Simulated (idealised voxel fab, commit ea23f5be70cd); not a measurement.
process module | voxel self aligned vias
cross-section cut | 200 nm wide | cells 5 nm
A cross-section is a grid of square cells, given in bands from the top down. A band is one or more rows of cells.
Each band's line starts with the height of the band's top and of its bottom, in nm. Then come its materials from left to right, each with its width in nm. One material with "throughout" fills the band from edge to edge. "air" is empty space.
Height 0 is the level under which the wafer as received is all one material. The lowest band goes on downwards, as in "0 down".
A width such as "30 to 40" changes by the same amount from each row of cells to the next, from the band's top row to its bottom row.
"no change" after a step means that no cell of the cross-section changed.
closed voids: empty space of 8 cells or more with no open way to the top, each as width x height at its distance from the left edge, in nm
after a step's settings: what the simulator itself notes on the step
overlay nm, on a step with a mask: how far to the right of its planned place the mask lay; to the left if negative
plan
1 op RECEIVE | material Si
2 op CONFORMAL_DEP | material SiO2 | thk nm 10
3 op CONFORMAL_DEP | material SiCN | thk nm 5
4 op DIRECTIONAL_DEP | material lowk | thk nm 30
5 op DIRECTIONAL_DEP | material aC | thk nm 15
6 op PATTERN | tone open | mask id LINES | material resist | width nm 20 | pitch nm 60 | thk nm 35 | overlay nm 0
7 op DIRECTIONAL_ETCH | etch materials aC | depth nm 15
8 op STRIP | etch materials resist
9 op DIRECTIONAL_ETCH | etch materials lowk | depth nm 30
10 op STRIP | etch materials aC
11 op CONFORMAL_DEP | material TiN | thk nm 5
12 op FILL_DEP | material W | thk nm 5
13 op CMP | height nm 45
14 op SELECTIVE_ETCH | etch materials W Ru TiN | depth nm 10
15 op FILL_DEP | material SiN | thk nm 10
16 op CMP | height nm 45
17 op DIRECTIONAL_DEP | material lowk | thk nm 20
18 op DIRECTIONAL_DEP | material aC | thk nm 10
19 op PATTERN | tone open | mask id VIAS | material resist | width nm 30 | thk nm 25 | overlay nm 0
20 op DIRECTIONAL_ETCH | etch materials aC | depth nm 10
21 op STRIP | etch materials resist
22 op DIRECTIONAL_ETCH | etch materials lowk | depth nm 20
23 op DIRECTIONAL_ETCH | etch materials SiN | depth nm 10
24 op STRIP | etch materials aC
25 op CONFORMAL_DEP | material TiN | thk nm 5
26 op FILL_DEP | material Ru | thk nm 5
27 op CMP | height nm 65
28 op CONFORMAL_DEP | material SiN | thk nm 5
as received, after step 1
  0 down: Si throughout
  closed voids: none
first wafer at the end, as planned
  70 to 65: SiN throughout
  65 to 50: lowk 55 | TiN 5 | Ru 20 | TiN 5 | lowk 115
  50 to 45: lowk 55 | TiN 10 | Ru 10 | TiN 10 | lowk 115
  45 to 40: lowk 60 | TiN 5 | Ru 10 | TiN 5 | lowk 40 | SiN 20 | lowk 60
  40 to 35: lowk 60 | TiN 20 | lowk 40 | SiN 20 | lowk 60
  35 to 20: lowk 60 | TiN 5 | W 10 | TiN 5 | lowk 40 | TiN 5 | W 10 | TiN 5 | lowk 60
  20 to 15: lowk 60 | TiN 20 | lowk 40 | TiN 20 | lowk 60
  15 to 10: SiCN throughout
  10 to 0: SiO2 throughout
  0 down: Si throughout
  closed voids: none
second wafer at the end: like start, like plan, one mistake
  70 to 65: SiN throughout
  65 to 50: lowk 55 | TiN 5 | Ru 20 | TiN 5 | lowk 115
  50 to 45: lowk 55 | TiN 30 | lowk 115
  45 to 35: lowk 60 | TiN 20 | lowk 40 | TiN 5 | SiN 10 | TiN 5 | lowk 60
  35 to 20: lowk 60 | TiN 5 | W 10 | TiN 5 | lowk 40 | TiN 5 | W 10 | TiN 5 | lowk 60
  20 to 15: lowk 60 | TiN 20 | lowk 40 | TiN 20 | lowk 60
  15 to 10: SiCN throughout
  10 to 0: SiO2 throughout
  0 down: Si throughout
  closed voids: none
what went wrong: step 14 ran as: op SELECTIVE_ETCH | etch materials W | depth nm 10
at the end the second wafer has, in cells: 4 fewer of Ru | 4 fewer of SiN | 8 more of TiN
